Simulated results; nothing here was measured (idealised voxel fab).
process module | voxel self aligned vias
cross-section cut | 285 nm wide | cells 5 nm
A cross-section is a grid of square cells, given in bands from the top down. A band is one or more rows of cells.
Each band's line starts with the height of the band's top and of its bottom, in nm. Then come its materials from left to right, each with its width in nm. One material with "throughout" fills the band from edge to edge. "air" is empty space.
Height 0 is the level under which the wafer as received is all one material. The lowest band goes on downwards, as in "0 down".
A width such as "30 to 40" changes by the same amount from each row of cells to the next, from the band's top row to its bottom row.
"no change" after a step means that no cell of the cross-section changed.
closed voids: empty space of 8 cells or more with no open way to the top, each as width x height at its distance from the left edge, in nm
after a step's settings: what the simulator itself notes on the step
overlay nm, on a step with a mask: how far to the right of its planned place the mask lay; to the left if negative
plan
1 op RECEIVE | material Si
2 op CONFORMAL_DEP | material SiO2 | thk nm 10
3 op CONFORMAL_DEP | material SiCN | thk nm 5
4 op DIRECTIONAL_DEP | material lowk | thk nm 20
5 op DIRECTIONAL_DEP | material aC | thk nm 15
6 op PATTERN | tone open | mask id LINES | material resist | width nm 25 | pitch nm 55 | thk nm 35 | overlay nm 0
7 op DIRECTIONAL_ETCH | etch materials aC | depth nm 15
8 op STRIP | etch materials resist
9 op DIRECTIONAL_ETCH | etch materials lowk | depth nm 20
10 op STRIP | etch materials aC
11 op CONFORMAL_DEP | material TiN | thk nm 5
12 op FILL_DEP | material Ru | thk nm 10
13 op CMP | height nm 35
14 op SELECTIVE_ETCH | etch materials W Ru TiN | depth nm 10
15 op FILL_DEP | material SiN | thk nm 10
16 op CMP | height nm 35
17 op DIRECTIONAL_DEP | material lowk | thk nm 15
18 op DIRECTIONAL_DEP | material aC | thk nm 15
19 op PATTERN | tone open | mask id VIAS | material resist | width nm 35 | pitch nm 110 | thk nm 35 | overlay nm 0
20 op DIRECTIONAL_ETCH | etch materials aC | depth nm 15
21 op STRIP | etch materials resist
22 op DIRECTIONAL_ETCH | etch materials lowk | depth nm 15
23 op DIRECTIONAL_ETCH | etch materials SiN | depth nm 10
24 op STRIP | etch materials aC
25 op CONFORMAL_DEP | material TiN | thk nm 5
26 op FILL_DEP | material W | thk nm 10
27 op CMP | height nm 50
28 op CONFORMAL_DEP | material SiN | thk nm 5
as received, after step 1
  0 down: Si throughout
  closed voids: none
first wafer at the end, as planned
  55 to 50: SiN throughout
  50 to 40: lowk 70 | TiN 5 | W 25 | TiN 5 | lowk 75 | TiN 5 | W 25 | TiN 5 | lowk 70
  40 to 35: lowk 70 | TiN 10 | W 15 | TiN 10 | lowk 75 | TiN 10 | W 15 | TiN 10 | lowk 70
  35 to 30: lowk 75 | TiN 5 | W 15 | TiN 5 | lowk 30 | SiN 25 | lowk 30 | TiN 5 | W 15 | TiN 5 | lowk 75
  30 to 25: lowk 75 | TiN 25 | lowk 30 | SiN 25 | lowk 30 | TiN 25 | lowk 75
  25 to 20: lowk 75 | TiN 5 | Ru 15 | TiN 5 | lowk 30 | TiN 5 | Ru 15 | TiN 5 | lowk 30 | TiN 5 | Ru 15 | TiN 5 | lowk 75
  20 to 15: lowk 75 | TiN 25 | lowk 30 | TiN 25 | lowk 30 | TiN 25 | lowk 75
  15 to 10: SiCN throughout
  10 to 0: SiO2 throughout
  0 down: Si throughout
  closed voids: none
second wafer at the end: like start, like plan, one mistake
  55 to 50: SiN throughout
  50 to 45: W throughout
  45 to 40: TiN 75 | W 25 | TiN 85 | W 25 | TiN 75
  40 to 30: lowk 70 | TiN 5 | W 25 | TiN 5 | lowk 75 | TiN 5 | W 25 | TiN 5 | lowk 70
  30 to 25: lowk 70 | TiN 35 | lowk 75 | TiN 35 | lowk 70
  25 to 20: lowk 75 | TiN 5 | Ru 15 | TiN 5 | lowk 30 | TiN 5 | Ru 15 | TiN 5 | lowk 30 | TiN 5 | Ru 15 | TiN 5 | lowk 75
  20 to 15: lowk 75 | TiN 25 | lowk 30 | TiN 25 | lowk 30 | TiN 25 | lowk 75
  15 to 10: SiCN throughout
  10 to 0: SiO2 throughout
  0 down: Si throughout
  closed voids: none
what went wrong: step 16 ran as: op CMP | height nm 25
at the end the second wafer has, in cells: 10 fewer of SiN | 39 more of TiN | 55 more of W | 84 fewer of lowk
